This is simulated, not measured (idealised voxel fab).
Title: Process Module voxel self aligned vias
We display cut, a cross-section 140 nm in width whose square cells are each 5 nm.
A cross-section is a grid of square cells, given in bands from the top down. A band is one or more rows of cells.
Basically the band line says how high the top is and how high the bottom is, in nm, and then what's in it from left to right, every material with its width in nm. Empty space shows up as "blank", and if a single material carries "full width" it runs the full band edge to edge.
Heights are reckoned from 0. Under this level, the received wafer is all of one material. The bottommost band is open-ended downward, for example "0..down".
Width spec "30..40" -> top row of cells at first value, bottom row at second value, equal per-row change in between.
Where the words "remained unchanged" appear for a step, the cross-section shows no cell changed by that step; every cell remained as before.
So "Fully closed voids" is basically the list of trapped voids: any empty space of 8 cells or more that can't reach the top through an opening. They're written width x height at distance, the distance being from the left edge, and it's all nm.
Step line, after settings: the simulator's comment on this step.
For masked steps, "overlay nm" on the step line gives how far right of plan the mask actually lay; a minus sign means it lay to the left.
**Below is the list of planned process steps**
1,RECEIVE with material Si
2,CONFORMAL_DEP with material SiO2, thk nm 10
3,CONFORMAL_DEP with material SiCN, thk nm 5
4,DIRECTIONAL_DEP with material lowk, thk nm 30
5,PATTERN with tone open, mask id LINES, material resist, width nm 30, pitch nm 55, thk nm 20, overlay nm 0
6,DIRECTIONAL_ETCH with etch materials lowk, depth nm 30
7,STRIP with etch materials resist
8,CONFORMAL_DEP with material TiN, thk nm 5
9,FILL_DEP with material W, thk nm 10
10,CMP with height nm 45
11,SELECTIVE_ETCH with etch materials W Ru TiN, depth nm 5
12,FILL_DEP with material SiN, thk nm 5
13,CMP with height nm 45
14,DIRECTIONAL_DEP with material lowk, thk nm 20
15,DIRECTIONAL_DEP with material aC, thk nm 15
16,PATTERN with tone open, mask id VIAS, material resist, width nm 40, thk nm 30, overlay nm 0
17,DIRECTIONAL_ETCH with etch materials aC, depth nm 15
18,STRIP with etch materials resist
19,DIRECTIONAL_ETCH with etch materials lowk, depth nm 20
20,DIRECTIONAL_ETCH with etch materials SiN, depth nm 5
21,STRIP with etch materials aC
22,CONFORMAL_DEP with material TiN, thk nm 5
23,FILL_DEP with material W, thk nm 5
24,CMP with height nm 65
25,CONFORMAL_DEP with material SiN, thk nm 5
**Step 1 complete: cross-section of the wafer as received**
	0..down = Si full width
	Fully closed voids: none
**Here's the cross-section of the first of our two wafers at the end of the module - it ran as planned**
	70..65 = SiN full width
	65..50 = lowk: 20, TiN: 5, W: 30, TiN: 5, lowk: 80
	50..45 = lowk: 20, TiN: 10, W: 20, TiN: 10, lowk: 80
	45..40 = lowk: 25, TiN: 30, lowk: 25, SiN: 30, lowk: 30
	40..20 = lowk: 25, TiN: 5, W: 20, TiN: 5, lowk: 25, TiN: 5, W: 20, TiN: 5, lowk: 30
	20..15 = lowk: 25, TiN: 30, lowk: 25, TiN: 30, lowk: 30
	15..10 = SiCN full width
	10..0 = SiO2 full width
	0..down = Si full width
	Fully closed voids: none
**Cross-section, second wafer: same start as the first, same plan as the first, one mistake in running it; taken at the end of the module**
	70..65 = SiN full width
	65..45 = lowk: 20, TiN: 5, W: 30, TiN: 5, lowk: 80
	45..40 = SiN: 20, TiN: 40, SiN: 80
	40..15 = lowk: 25, TiN: 5, W: 20, TiN: 5, lowk: 25, TiN: 5, W: 20, TiN: 5, lowk: 30
	15..10 = lowk: 25, TiN: 30, lowk: 25, TiN: 30, lowk: 30
	10..0 = SiO2 full width
	0..down = Si full width
	Fully closed voids: none
Processing error: step 3 of the plan was bypassed and not carried out
Final cells, second wafer relative to first, materials higher or lower: SiCN -28 | SiN +14 | TiN +4 | W +10
